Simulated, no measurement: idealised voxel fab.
Process module heading - voxel ribs on slabs
The cross-section on display is named cut; it measures 220 nm wide, and its cells are 5 nm squares.
Cross-section layout: square cells on a grid; listed as bands, top to bottom; a band spans one or more cell rows.
Each band's line starts with the height of the band's top and of its bottom, in nm. Then come its materials from left to right, each with its width in nm. One material with "everywhere" fills the band from edge to edge. "air" is empty space.
Heights are expressed relative to 0, this being the level below which the as-received wafer comprises one material exclusively. The lowest band is unbounded in the downward direction and is denoted as in "z 0 and below".
A two-number width, for instance "30 to 40", indicates that the width is equal to the first number in the top row of the band and to the second number in the bottom row, and that it changes by a constant amount per row of cells.
You'll sometimes find "nothing different" written for a step, and that's the way of saying that nowhere in the cross-section did a cell change during that step.
Listed in "Encapsulated voids": every empty space of 8 or more cells without an open way to the top. Form: width x height at distance, the distance being from the left edge, all in nm.
On a step's line, text after the settings is the simulator commenting on that step.
The line of a step may include "overlay nm". On a step with a mask, this value is how far to the right of its planned place the mask lay. A negative value means the mask lay to the left.
# plan
| 1 | RECEIVE [material Si] |
| 2 | DIRECTIONAL_DEP [material SiO2] [thk nm 20] |
| 3 | DIRECTIONAL_DEP [material SiN] [thk nm 15] |
| 4 | PATTERN [tone cover] [mask id RIB] [material resist] [width nm 20] [thk nm 15] [overlay nm 0] |
| 5 | DIRECTIONAL_ETCH [etch materials SiN] [depth nm 10] |
| 6 | STRIP [etch materials resist] |
| 7 | PATTERN [tone cover] [mask id SLAB] [material resist] [width nm 60] [thk nm 20] [overlay nm -15] |
| 8 | DIRECTIONAL_ETCH [etch materials SiN] [depth nm 5] |
| 9 | STRIP [etch materials resist] |
| 10 | FILL_DEP [material SiO2] [thk nm 20] |
| 11 | CMP [height nm 45] |
| 12 | DIRECTIONAL_DEP [material W] [thk nm 5] |
| 13 | PATTERN [tone cover] [mask id HEATER] [material resist] [width nm 30] [thk nm 20] [overlay nm 0] |
| 14 | DIRECTIONAL_ETCH [etch materials W] [depth nm 5] |
| 15 | STRIP [etch materials resist] |
| 16 | CONFORMAL_DEP [material SiN] [thk nm 10] |
All wafers enter the flow in the same state. The overlay nm at step 7 differs from wafer to wafer, and the plan gives the value for the first wafer.
# As received, i.e. after step 1: cross-section through the first of several wafers
z 0 and below | Si everywhere
Encapsulated voids: none
# Once step 16, the last step, is complete, the module is at its end; this is the cross-section of the first of several wafers
z 60 to 55 | 85 air / 50 SiN / 85 air
z 55 to 50 | SiN everywhere
z 50 to 45 | 95 SiN / 30 W / 95 SiN
z 45 to 35 | SiO2 everywhere
z 35 to 25 | 100 SiO2 / 20 SiN / 100 SiO2
z 25 to 20 | 65 SiO2 / 60 SiN / 95 SiO2
z 20 to 0 | SiO2 everywhere
z 0 and below | Si everywhere
Encapsulated voids: none
# Cross-section of the final wafer among several, taken at the end of the module
z 60 to 55 | 85 air / 50 SiN / 85 air
z 55 to 50 | SiN everywhere
z 50 to 45 | 95 SiN / 30 W / 95 SiN
z 45 to 35 | SiO2 everywhere
z 35 to 25 | 100 SiO2 / 20 SiN / 100 SiO2
z 25 to 20 | 95 SiO2 / 60 SiN / 65 SiO2
z 20 to 0 | SiO2 everywhere
z 0 and below | Si everywhere
Encapsulated voids: none
# Wafer rows, end of module: cells per material gained (+) or lost (-) since receipt; closed voids last
overlay nm -15, +112 SiN, +376 SiO2, +6 W, Encapsulated voids: none
overlay nm -10, +112 SiN, +376 SiO2, +6 W, Encapsulated voids: none
overlay nm -5, +112 SiN, +376 SiO2, +6 W, Encapsulated voids: none
overlay nm 0, +112 SiN, +376 SiO2, +6 W, Encapsulated voids: none
overlay nm 5, +112 SiN, +376 SiO2, +6 W, Encapsulated voids: none
overlay nm 10, +112 SiN, +376 SiO2, +6 W, Encapsulated voids: none
overlay nm 15, +112 SiN, +376 SiO2, +6 W, Encapsulated voids: none
